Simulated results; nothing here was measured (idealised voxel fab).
process module | voxel transistor to metal
cross-section cut | 205 nm wide | cells 5 nm
A cross-section is a grid of square cells, given in bands from the top down. A band is one or more rows of cells.
Each band's line starts with the height of the band's top and of its bottom, in nm. Then come its materials from left to right, each with its width in nm. One material with "throughout" fills the band from edge to edge. "air" is empty space.
Height 0 is the level under which the wafer as received is all one material. The lowest band goes on downwards, as in "0 down".
A width such as "30 to 40" changes by the same amount from each row of cells to the next, from the band's top row to its bottom row.
"no change" after a step means that no cell of the cross-section changed.
closed voids: empty space of 8 cells or more with no open way to the top, each as width x height at its distance from the left edge, in nm
after a step's settings: what the simulator itself notes on the step
overlay nm, on a step with a mask: how far to the right of its planned place the mask lay; to the left if negative
plan
1 op RECEIVE | material Si
2 op CONFORMAL_DEP | material SiO2 | thk nm 5
3 op CONFORMAL_DEP | material SiN | thk nm 10
4 op DIRECTIONAL_DEP | material aC | thk nm 10
5 op PATTERN | tone cover | mask id ACTIVE | material resist | width nm 135 | thk nm 30 | overlay nm 0
6 op DIRECTIONAL_ETCH | etch materials aC | depth nm 10
7 op STRIP | etch materials resist
8 op DIRECTIONAL_ETCH | etch materials SiN | depth nm 10
9 op DIRECTIONAL_ETCH | etch materials SiO2 | depth nm 5
10 op DIRECTIONAL_ETCH | etch materials Si | depth nm 30
11 op STRIP | etch materials aC
12 op FILL_DEP | material SiO2 | thk nm 15
13 op CMP | height nm 15
14 op SELECTIVE_ETCH | etch materials SiO2 | depth nm 10
15 op STRIP | etch materials SiN
16 op SELECTIVE_ETCH | etch materials SiO2 | depth nm 5
17 op OXIDIZE | depth nm 5
18 op DIRECTIONAL_DEP | material polySi | thk nm 25
19 op DIRECTIONAL_DEP | material SiCN | thk nm 15
20 op MASKED_ETCH | tone cover | mask id GATE | width nm 35 | etch materials SiCN | depth nm 25 | overlay nm 0
21 op MASKED_ETCH | tone cover | mask id GATE | width nm 35 | etch materials polySi | depth nm 35 | overlay nm 0
22 op CONFORMAL_DEP | material SiN | thk nm 10
23 op DIRECTIONAL_ETCH | etch materials SiN | depth nm 10
24 op DIRECTIONAL_ETCH | etch materials SiO2 | depth nm 5
25 op DIRECTIONAL_ETCH | etch materials Si | depth nm 5
26 op EPI | material SiGe | thk nm 5
27 op FILL_DEP | material SiO2 | thk nm 5
28 op CMP | height nm 25
29 op STRIP | etch materials polySi
30 op SELECTIVE_ETCH | etch materials SiO2 | depth nm 5
31 op CONFORMAL_DEP | material HfO2 | thk nm 5
32 op CONFORMAL_DEP | material TiN | thk nm 5
33 op FILL_DEP | material W | thk nm 10
34 op CMP | height nm 20
35 op DIRECTIONAL_DEP | material SiO2 | thk nm 15
36 op PATTERN | tone open | mask id CONTACT | material resist | width nm 20 | pitch nm 95 | thk nm 20 | overlay nm 0
37 op DIRECTIONAL_ETCH | etch materials SiO2 | depth nm 40
38 op STRIP | etch materials resist
39 op CONFORMAL_DEP | material TiN | thk nm 5
40 op FILL_DEP | material W | thk nm 5
41 op CMP | height nm 35
42 op DIRECTIONAL_DEP | material TiN | thk nm 5
43 op DIRECTIONAL_DEP | material W | thk nm 25
44 op DIRECTIONAL_DEP | material aC | thk nm 15
45 op PATTERN | tone cover | mask id METAL_1 | material resist | width nm 20 | pitch nm 95 | thk nm 30 | overlay nm 0
46 op DIRECTIONAL_ETCH | etch materials aC | depth nm 15
47 op STRIP | etch materials resist
48 op DIRECTIONAL_ETCH | etch materials W | depth nm 25
49 op DIRECTIONAL_ETCH | etch materials TiN | depth nm 5
50 op STRIP | etch materials aC
51 op CONFORMAL_DEP | material SiN | thk nm 5
52 op FILL_DEP | material lowk | thk nm 10
53 op CMP | height nm 65
54 op CONFORMAL_DEP | material SiCN | thk nm 5
as received, after step 1
  0 down: Si throughout
  closed voids: none
a wafer at the end: this start, this plan, one mistake
  70 to 65: SiCN throughout
  65 to 40: lowk 40 | SiN 5 | W 20 | SiN 5 | lowk 65 | SiN 5 | W 20 | SiN 5 | lowk 40
  40 to 35: SiN 45 | TiN 20 | SiN 75 | TiN 20 | SiN 45
  35 to 20: SiO2 45 | TiN 5 | W 10 | TiN 5 | SiO2 75 | TiN 5 | W 10 | TiN 5 | SiO2 45
  20 to 5: SiO2 45 | TiN 5 | W 10 | TiN 5 | SiO2 10 | SiN 10 | polySi 5 | TiN 5 | W 15 | TiN 5 | polySi 5 | SiN 10 | SiO2 10 | TiN 5 | W 10 | TiN 5 | SiO2 45
  5 to 0: SiO2 45 | TiN 5 | W 10 | TiN 5 | SiO2 10 | SiN 10 | polySi 5 | TiN 25 | polySi 5 | SiN 10 | SiO2 10 | TiN 5 | W 10 | TiN 5 | SiO2 45
  0 to -5: SiO2 45 | TiN 20 | SiO2 5 | SiGe 5 | SiO2 5 | polySi 45 | SiO2 5 | SiGe 5 | SiO2 5 | TiN 20 | SiO2 45
  -5 to -10: SiO2 35 | SiGe 40 | Si 55 | SiGe 40 | SiO2 35
  -10 to -30: SiO2 35 | Si 135 | SiO2 35
  -30 down: Si throughout
  closed voids: none
what went wrong: step 31 ran as: op CONFORMAL_DEP | material polySi | thk nm 5
